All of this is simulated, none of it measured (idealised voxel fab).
This is a process module. Its name is voxel capacitor over wiring.
Each square cell in cross-section cut measures 5 nm, and the section as a whole is 190 nm wide.
In this document a cross-section is written as a grid of square cells. It is given as a series of bands, listed from the top down, and a band is one or more rows of cells. Band: top height; bottom height; in nm. Then, left to right: material with width in nm, for each material. "all across": a single material spanning edge to edge. "empty": empty space. Measure heights from 0. That's the level where, below it, the as-received wafer is all one material. The lowest band is bottomless and extends downward; write it as in "z 0 and below". A width such as "30->40" changes by the same amount from each row of cells to the next, from the band's top row to its bottom row. Basically "remained the same" means that step didn't change any cell in the cross-section. Listed in "Trapped void list": every empty space of 8 or more cells without an open way to the top. Form: width x height at distance, the distance being from the left edge, all in nm. On a step's line, text after the settings is the simulator commenting on that step. overlay nm: mask offset rightward from planned place, masked step; negative means leftward offset.

[Set out below are the planned steps of the process]
1,RECEIVE (material Si)
2,CONFORMAL_DEP (material SiO2; thk nm 10)
3,DIRECTIONAL_DEP (material TiN; thk nm 5)
4,DIRECTIONAL_DEP (material W; thk nm 25)
5,DIRECTIONAL_DEP (material aC; thk nm 10)
6,PATTERN (tone cover; mask id METAL_1; material resist; width nm 20; pitch nm 75; thk nm 30; overlay nm 0)
7,DIRECTIONAL_ETCH (etch materials aC; depth nm 10)
8,STRIP (etch materials resist)
9,DIRECTIONAL_ETCH (etch materials W; depth nm 25)
10,DIRECTIONAL_ETCH (etch materials TiN; depth nm 5)
11,STRIP (etch materials aC)
12,FILL_DEP (material lowk; thk nm 10)
13,CMP (height nm 40)
14,CONFORMAL_DEP (material SiCN; thk nm 5)
15,DIRECTIONAL_DEP (material lowk; thk nm 15)
16,MASKED_ETCH (tone open; mask id PLUG_1; width nm 15; etch materials lowk; depth nm 15; overlay nm 0)
17,MASKED_ETCH (tone open; mask id PLUG_1; width nm 15; etch materials SiCN; depth nm 5; overlay nm 0)
18,CONFORMAL_DEP (material TiN; thk nm 5)
19,FILL_DEP (material Cu; thk nm 5)
20,CMP (height nm 60)
21,DIRECTIONAL_DEP (material TiN; thk nm 10)
22,DIRECTIONAL_DEP (material SiN; thk nm 5)
23,DIRECTIONAL_DEP (material TiN; thk nm 10)
24,PATTERN (tone cover; mask id UPPER_PLATE; material resist; width nm 60; thk nm 15; overlay nm 0)
25,DIRECTIONAL_ETCH (etch materials TiN; depth nm 10)
26,DIRECTIONAL_ETCH (etch materials SiN; depth nm 5)
27,STRIP (etch materials resist)
28,PATTERN (tone cover; mask id LOWER_PLATE; material resist; width nm 70; thk nm 15; overlay nm 0)
29,DIRECTIONAL_ETCH (etch materials TiN; depth nm 10)
30,STRIP (etch materials resist)
31,FILL_DEP (material SiO2; thk nm 20)
32,CMP (height nm 100)
33,MASKED_ETCH (tone open; mask id PLUG_2; width nm 15; etch materials SiO2; depth nm 15; overlay nm 0)
34,CONFORMAL_DEP (material TiN; thk nm 5)
35,FILL_DEP (material Cu; thk nm 10)
36,CMP (height nm 100)
37,CONFORMAL_DEP (material SiCN; thk nm 5)

[This is the cross-section of the wafer as we received it, i.e. after step 1]
> z 0 and below = Si all across
> Trapped void list: none

[End-of-module XS, first of two wafers, run as planned]
> z 105 to 100 = SiCN all across
> z 100 to 90 = 60 of SiO2; 5 of TiN; 5 of Cu; 5 of TiN; 115 of SiO2
> z 90 to 85 = 60 of SiO2; 15 of TiN; 115 of SiO2
> z 85 to 75 = 50 of SiO2; 60 of TiN; 80 of SiO2
> z 75 to 70 = 50 of SiO2; 60 of SiN; 80 of SiO2
> z 70 to 60 = 45 of SiO2; 70 of TiN; 75 of SiO2
> z 60 to 45 = 50 of lowk; 5 of TiN; 5 of Cu; 5 of TiN; 125 of lowk
> z 45 to 40 = 50 of SiCN; 15 of TiN; 125 of SiCN
> z 40 to 15 = 45 of lowk; 20 of W; 55 of lowk; 20 of W; 50 of lowk
> z 15 to 10 = 45 of lowk; 20 of TiN; 55 of lowk; 20 of TiN; 50 of lowk
> z 10 to 0 = SiO2 all across
> z 0 and below = Si all across
> Trapped void list: none

[This cross-section belongs to the second wafer of two at the end of the module; the start and the plan were shared with the first, and the run included one mistake]
> z 105 to 100 = SiCN all across
> z 100 to 90 = 60 of SiO2; 5 of TiN; 5 of Cu; 5 of TiN; 115 of SiO2
> z 90 to 85 = 60 of SiO2; 15 of TiN; 115 of SiO2
> z 85 to 75 = 50 of SiO2; 60 of TiN; 80 of SiO2
> z 75 to 70 = 50 of SiO2; 60 of SiN; 80 of SiO2
> z 70 to 60 = 45 of SiO2; 70 of TiN; 75 of SiO2
> z 60 to 55 = 50 of SiCN; 15 of TiN; 125 of SiCN
> z 55 to 40 = lowk all across
> z 40 to 15 = 45 of lowk; 20 of W; 55 of lowk; 20 of W; 50 of lowk
> z 15 to 10 = 45 of lowk; 20 of TiN; 55 of lowk; 20 of TiN; 50 of lowk
> z 10 to 0 = SiO2 all across
> z 0 and below = Si all across
> Trapped void list: none
Heads up, the wafer didn't run the way we planned it: note: step 14 <-> step 15, run order reversed vs plan
Count the cells at the end and the second wafer has more or fewer of some materials than the first: 3 fewer of Cu; 6 fewer of TiN; 9 more of lowk
